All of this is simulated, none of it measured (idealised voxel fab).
Presented below is a process module, voxel fin reveal.
In the cross-section labelled cut, the width is 265 nm and each square cell is 5 nm.
Each cross-section below is a grid of square cells, stated as bands in top-down order, with one or more rows of cells making up each band.
In this notation a band is specified by the heights of its top and bottom, in that order and in nm, after which its materials appear from left to right, each paired with its width in nm. The word "full width" attached to a single material means that material fills the band from edge to edge; the word "air" stands for empty space.
Convention: height 0 is the level below which the wafer, as received, is all one material. The lowest band does not terminate at the bottom but continues downward, represented as "from 0 down".
Read "30->40" as a graded width: first number on top, second number at the bottom, same change between each pair of neighbouring rows.
Key: "all unchanged" - step with no changed cell in the cross-section.
The entry "Closed voids list" lists the empty spaces that cover at least 8 cells and have no open path to the top. Each is written as width x height at distance, where the distance is measured from the left edge and all three values are in nm.
It should be noted that, on the line of a given step, the content following the step's settings is a remark produced by the simulator itself with respect to that step.
overlay nm: mask offset rightward from planned place, masked step; negative means leftward offset.

The process steps that were planned are listed below:
step 1: RECEIVE | material Si
step 2: CONFORMAL_DEP | material SiN | thk nm 10
step 3: DIRECTIONAL_DEP | material aC | thk nm 15
step 4: PATTERN | tone cover | mask id FINS | material resist | width nm 15 | pitch nm 40 | thk nm 35 | overlay nm 0
step 5: DIRECTIONAL_ETCH | etch materials aC | depth nm 15
step 6: STRIP | etch materials resist
step 7: DIRECTIONAL_ETCH | etch materials SiN | depth nm 10
step 8: DIRECTIONAL_ETCH | etch materials Si | depth nm 30
step 9: STRIP | etch materials aC
step 10: OXIDIZE | depth nm 5
step 11: FILL_DEP | material SiO2 | thk nm 10
step 12: CMP | height nm 10
step 13: SELECTIVE_ETCH | etch materials SiO2 | depth nm 30
step 14: STRIP | etch materials SiN
step 15: CONFORMAL_DEP | material SiO2 | thk nm 5

Cross-section: wafer on arrival = after step 1:
  from 0 down  Si full width
  Closed voids list: none

First of two wafers, end-of-module section, run followed plan:
  from 5 to 0  85 of air, then 15 of SiO2, then 25 of air, then 15 of SiO2, then 25 of air, then 15 of SiO2, then 85 of air
  from 0 to -15  85 of air, then 5 of SiO2, then 5 of Si, then 5 of SiO2, then 25 of air, then 5 of SiO2, then 5 of Si, then 5 of SiO2, then 25 of air, then 5 of SiO2, then 5 of Si, then 5 of SiO2, then 85 of air
  from -15 to -35  90 of SiO2, then 5 of Si, then 35 of SiO2, then 5 of Si, then 35 of SiO2, then 5 of Si, then 90 of SiO2
  from -35 down  Si full width
  Closed voids list: none

Second of two wafers, module complete, sectioned: it shares the first wafer's start and plan but was run with one mistake:
  from 5 to 0  85 of air, then 15 of SiO2, then 25 of air, then 15 of SiO2, then 25 of air, then 15 of SiO2, then 85 of air
  from 0 to -15  85 of air, then 5 of SiO2, then 5 of Si, then 5 of SiO2, then 25 of air, then 5 of SiO2, then 5 of Si, then 5 of SiO2, then 25 of air, then 5 of SiO2, then 5 of Si, then 5 of SiO2, then 85 of air
  from -15 to -40  90 of SiO2, then 5 of Si, then 35 of SiO2, then 5 of Si, then 35 of SiO2, then 5 of Si, then 90 of SiO2
  from -40 down  Si full width
  Closed voids list: none
What went wrong in running the wafer? rather than as planned, step 8 actually ran as DIRECTIONAL_ETCH | etch materials Si | depth nm 35
It is noted that, at the conclusion of processing, the second wafer exhibits a higher or lower cell count for certain materials relative to the first: 50 fewer of Si; 50 more of SiO2
